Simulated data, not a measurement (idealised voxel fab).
Title: Process Module voxel ribs on slabs
For reference, the cross-section in this document is cut, with width 250 nm and square cells of 5 nm.
When this document writes out a cross-section, it uses a grid of square cells and lists it as bands, beginning at the top and moving down, with a band standing for one or more rows of cells. First you get the band's top height and its bottom height, in nm, and then the materials it's made of, left to right, with each width in nm. If you see a single material with "all across", that one covers the band edge to edge. "air" is empty space. Where do heights start? At 0: under that level the wafer as delivered is made of one material only. And the lowest band has no floor; it just carries on downward, as in "from 0 down". Quick explanation for "30..40": the width changes in equal steps down the rows of cells, from the first number in the band's top row to the second number in its bottom row. Where a step carries "all unchanged", the cross-section came out of it unchanged, cell for cell. "Non-vented voids" means: voids of 8 cells or more that are shut off from the top with no open way through. Written width x height at distance, distance from the left edge, in nm. Post-settings text on a step line: simulator's own remark regarding the step. If you see "overlay nm" on a step's line and that step has a mask, it's telling you how far right of where it was planned the mask ended up; a negative number means it went left instead.
## The steps planned for the process are as follows
1. RECEIVE, material Si
2. DIRECTIONAL_DEP, material SiO2, thk nm 30
3. DIRECTIONAL_DEP, material SiN, thk nm 15
4. PATTERN, tone cover, mask id RIB, material resist, width nm 25, thk nm 15, overlay nm 0
5. DIRECTIONAL_ETCH, etch materials SiN, depth nm 5
6. STRIP, etch materials resist
7. MASKED_ETCH, tone cover, mask id SLAB, width nm 55, etch materials SiN, depth nm 10, overlay nm 0
8. FILL_DEP, material SiO2, thk nm 20
9. CMP, height nm 60
10. DIRECTIONAL_DEP, material W, thk nm 5
11. MASKED_ETCH, tone cover, mask id HEATER, width nm 35, etch materials W, depth nm 5, overlay nm 0
12. CONFORMAL_DEP, material SiN, thk nm 10
## Incoming wafer, cross-sectional view, post step 1
* from 0 down  Si all across
* Non-vented voids: none
## Cross-section taken at module completion on the first of two wafers; processed per the plan
* from 75 to 70  95 nm air, then 55 nm SiN, then 100 nm air
* from 70 to 65  SiN all across
* from 65 to 60  105 nm SiN, then 35 nm W, then 110 nm SiN
* from 60 to 45  SiO2 all across
* from 45 to 40  110 nm SiO2, then 25 nm SiN, then 115 nm SiO2
* from 40 to 30  95 nm SiO2, then 55 nm SiN, then 100 nm SiO2
* from 30 to 0  SiO2 all across
* from 0 down  Si all across
* Non-vented voids: none
## So this is wafer number two of the two, cut at the end of the module - it started where the first did and had the same plan, we just got one thing wrong running it
* from 70 to 65  100 nm air, then 45 nm SiN, then 105 nm air
* from 65 to 60  105 nm SiN, then 35 nm W, then 110 nm SiN
* from 60 to 45  SiO2 all across
* from 45 to 40  110 nm SiO2, then 25 nm SiN, then 115 nm SiO2
* from 40 to 30  95 nm SiO2, then 55 nm SiN, then 100 nm SiO2
* from 30 to 0  SiO2 all across
* from 0 down  Si all across
* Non-vented voids: none
Heads up, the wafer didn't run the way we planned it: step 12 was run on a setting that differed from the plan, and what really ran there is CONFORMAL_DEP, material SiN, thk nm 5
The final cell counts differ between the wafers, with the second having more or fewer of some materials than the first: SiN -52
